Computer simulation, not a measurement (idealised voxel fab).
The following process module bears the name voxel self aligned vias.
Displayed cross-section: cut, width of 220 nm, square cells sized 5 nm.
Bands, listed from the top down, are how a cross-section gets written in this document; the cross-section itself is a grid of square cells, and a band is one or more rows of them. Per band: top height and bottom height in nm, followed by the left-to-right materials and their widths in nm; "all across" marks a single material spanning edge to edge, "empty" marks empty space. Heads up on the height convention: 0 is the point under which the incoming wafer is all one material, and the lowest band has no bottom, it just keeps going down, like "0 and below". The two numbers in a width such as "30 to 40" mark its ends across the band: the first belongs to the top row of cells, the second to the bottom row, and from each row to the next the width moves by the same amount. Where a step carries "no alterations made", the cross-section came out of it unchanged, cell for cell. "Closed cavity list": sealed empty spaces, 8 cells or more, no open way to top, listed width x height at distance, with distance from the left edge and width, height and distance in nm. Whatever follows a step's settings on its line is a remark the simulator itself makes about that step. "overlay nm", when on a step's line for a step with a mask, measures how far to the right of its planned place the mask lay; a negative measure means to the left.

The process steps that were planned are listed below:
1) RECEIVE | material Si
2) CONFORMAL_DEP | material SiO2 | thk nm 10
3) CONFORMAL_DEP | material SiCN | thk nm 5
4) DIRECTIONAL_DEP | material SiO2 | thk nm 20
5) MASKED_ETCH | tone open | mask id LINES | width nm 20 | pitch nm 60 | etch materials SiO2 | depth nm 20 | overlay nm -15
6) CONFORMAL_DEP | material TiN | thk nm 5
7) FILL_DEP | material W | thk nm 5
8) CMP | height nm 35
9) SELECTIVE_ETCH | etch materials W Ru TiN | depth nm 10
10) FILL_DEP | material SiN | thk nm 5
11) CMP | height nm 35
12) DIRECTIONAL_DEP | material SiO2 | thk nm 15
13) DIRECTIONAL_DEP | material aC | thk nm 15
14) PATTERN | tone open | mask id VIAS | material resist | width nm 40 | pitch nm 120 | thk nm 30 | overlay nm 0
15) DIRECTIONAL_ETCH | etch materials aC | depth nm 15
16) STRIP | etch materials resist
17) DIRECTIONAL_ETCH | etch materials SiO2 | depth nm 15
18) DIRECTIONAL_ETCH | etch materials SiN | depth nm 10
19) STRIP | etch materials aC
20) CONFORMAL_DEP | material TiN | thk nm 5
21) FILL_DEP | material W | thk nm 5
22) CMP | height nm 50
23) CONFORMAL_DEP | material SiCN | thk nm 5
The wafers in this document start out alike and differ in the overlay nm applied at step 5; the plan shows the value used for the first wafer.

The first of several wafers as received, shown in cross-section; this is its state after step 1:
> 0 and below = Si all across
> Closed cavity list: none

End-of-module cross-section, first of several wafers, after last step 23:
> 55 down to 50 = SiCN all across
> 50 down to 40 = 30 of SiO2 | 5 of TiN | 30 of W | 5 of TiN | 80 of SiO2 | 5 of TiN | 30 of W | 5 of TiN | 30 of SiO2
> 40 down to 35 = 30 of SiO2 | 5 of TiN | 5 of W | 30 of TiN | 80 of SiO2 | 5 of TiN | 5 of W | 30 of TiN | 30 of SiO2
> 35 down to 30 = 25 of SiO2 | 5 of SiN | 5 of TiN | 5 of W | 5 of TiN | 40 of SiO2 | 20 of SiN | 40 of SiO2 | 5 of SiN | 5 of TiN | 5 of W | 5 of TiN | 55 of SiO2
> 30 down to 25 = 25 of SiO2 | 5 of SiN | 15 of TiN | 40 of SiO2 | 20 of SiN | 40 of SiO2 | 5 of SiN | 15 of TiN | 55 of SiO2
> 25 down to 20 = 25 of SiO2 | 5 of TiN | 10 of W | 5 of TiN | 40 of SiO2 | 5 of TiN | 10 of W | 5 of TiN | 40 of SiO2 | 5 of TiN | 10 of W | 5 of TiN | 55 of SiO2
> 20 down to 15 = 25 of SiO2 | 20 of TiN | 40 of SiO2 | 20 of TiN | 40 of SiO2 | 20 of TiN | 55 of SiO2
> 15 down to 10 = SiCN all across
> 10 down to 0 = SiO2 all across
> 0 and below = Si all across
> Closed cavity list: none

End of module: cross-section, last of several wafers:
> 55 down to 50 = SiCN all across
> 50 down to 40 = 30 of SiO2 | 5 of TiN | 30 of W | 5 of TiN | 80 of SiO2 | 5 of TiN | 30 of W | 5 of TiN | 30 of SiO2
> 40 down to 35 = 30 of SiO2 | 30 of TiN | 5 of W | 5 of TiN | 80 of SiO2 | 30 of TiN | 5 of W | 5 of TiN | 30 of SiO2
> 35 down to 30 = 55 of SiO2 | 5 of TiN | 5 of W | 5 of TiN | 5 of SiN | 40 of SiO2 | 20 of SiN | 40 of SiO2 | 5 of TiN | 5 of W | 5 of TiN | 5 of SiN | 25 of SiO2
> 30 down to 25 = 55 of SiO2 | 15 of TiN | 5 of SiN | 40 of SiO2 | 20 of SiN | 40 of SiO2 | 15 of TiN | 5 of SiN | 25 of SiO2
> 25 down to 20 = 55 of SiO2 | 5 of TiN | 10 of W | 5 of TiN | 40 of SiO2 | 5 of TiN | 10 of W | 5 of TiN | 40 of SiO2 | 5 of TiN | 10 of W | 5 of TiN | 25 of SiO2
> 20 down to 15 = 55 of SiO2 | 20 of TiN | 40 of SiO2 | 20 of TiN | 40 of SiO2 | 20 of TiN | 25 of SiO2
> 15 down to 10 = SiCN all across
> 10 down to 0 = SiO2 all across
> 0 and below = Si all across
> Closed cavity list: none

Per wafer, end of module: cells gained (+) or lost (-) per material since receipt, then closed voids:
overlay nm -15, +88 SiCN, +12 SiN, +300 SiO2, +50 TiN, +34 W, Closed cavity list: none
overlay nm -10, +88 SiCN, +8 SiN, +300 SiO2, +50 TiN, +38 W, Closed cavity list: none
overlay nm -5, +88 SiCN, +8 SiN, +300 SiO2, +50 TiN, +38 W, Closed cavity list: none
overlay nm 0, +88 SiCN, +8 SiN, +300 SiO2, +50 TiN, +38 W, Closed cavity list: none
overlay nm 5, +88 SiCN, +8 SiN, +300 SiO2, +50 TiN, +38 W, Closed cavity list: none
overlay nm 10, +88 SiCN, +8 SiN, +300 SiO2, +50 TiN, +38 W, Closed cavity list: none
overlay nm 15, +88 SiCN, +12 SiN, +300 SiO2, +50 TiN, +34 W, Closed cavity list: none
